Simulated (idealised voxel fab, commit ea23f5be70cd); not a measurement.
The process module presented herein is designated voxel tone inversion.
Cross-section cut spans 285 nm and uses square cells 5 nm in size.
In this document a cross-section is written as a grid of square cells. It is given as a series of bands, listed from the top down, and a band is one or more rows of cells. Look at the band entry: it leads with the top's height and the bottom's height in nm. Then it lists the materials left to right, with a width in nm for each. The word "all across" on a single material says that material fills the band edge to edge. The word "air" is empty space. Height 0 is the level under which the wafer as received is all one material. The lowest band goes on downwards, as in "z 0 and below". Width: "30 to 40" (first number = top row, second number = bottom row, same change from row to row of cells). For the purposes of this document, the phrase "everything unchanged" attached to a step denotes that no cell within the cross-section was modified by that step. The entry "Fully enclosed voids" lists the empty spaces that cover at least 8 cells and have no open path to the top. Each is written as width x height at distance, where the distance is measured from the left edge and all three values are in nm. Whatever follows a step's settings on its line is a remark the simulator itself makes about that step. The "overlay nm" setting may appear on a step's line; for a step that uses a mask, it gives how far to the right of its planned position the mask lay, and a negative value indicates the left.

PLANNED STEP LIST FOR THE PROCESS
1) RECEIVE | material Si
2) CONFORMAL_DEP | material SiN | thk nm 10
3) DIRECTIONAL_DEP | material aC | thk nm 15
4) PATTERN | tone cover | mask id POSTS | material resist | width nm 20 | pitch nm 35 | thk nm 20 | overlay nm 0
5) DIRECTIONAL_ETCH | etch materials aC | depth nm 15
6) STRIP | etch materials resist
7) FILL_DEP | material lowk | thk nm 10
8) CMP | height nm 25
9) STRIP | etch materials aC
10) CONFORMAL_DEP | material TiN | thk nm 5
11) FILL_DEP | material W | thk nm 10
12) CMP | height nm 25
13) CONFORMAL_DEP | material SiN | thk nm 5

CROSS-SECTION, INCOMING MATERIAL, AFTER STEP 1
  z 0 and below = Si all across
  Fully enclosed voids: none

CROSS-SECTIONAL VIEW OF THE FIRST OF THE TWO WAFERS UPON COMPLETION OF THE MODULE, PROCESSED IN ACCORDANCE WITH THE PLAN
  z 30 to 25 = SiN all across
  z 25 to 15 = lowk=115, TiN=5, W=10, TiN=5, lowk=15, TiN=5, W=10, TiN=5, lowk=115
  z 15 to 10 = lowk=115, TiN=20, lowk=15, TiN=20, lowk=115
  z 10 to 0 = SiN all across
  z 0 and below = Si all across
  Fully enclosed voids: none

MODULE END: CROSS-SECTION OF WAFER TWO OF TWO. SAME START AND PROCESS PLAN AS THE FIRST WAFER. ONE MISTAKE DURING EXECUTION
  z 30 to 25 = SiN all across
  z 25 to 15 = lowk=120, TiN=5, W=5, TiN=5, lowk=20, TiN=5, W=5, TiN=5, lowk=115
  z 15 to 10 = lowk=120, TiN=15, lowk=20, TiN=15, lowk=115
  z 10 to 0 = SiN all across
  z 0 and below = Si all across
  Fully enclosed voids: none
Deviation noted in wafer processing: step 4 deviated from plan and actually ran as PATTERN | tone cover | mask id POSTS | material resist | width nm 15 | pitch nm 35 | thk nm 20 | overlay nm 0
Heads up, by the end the second wafer has more or fewer cells of some materials compared to the first: -2 TiN | -4 W | +6 lowk
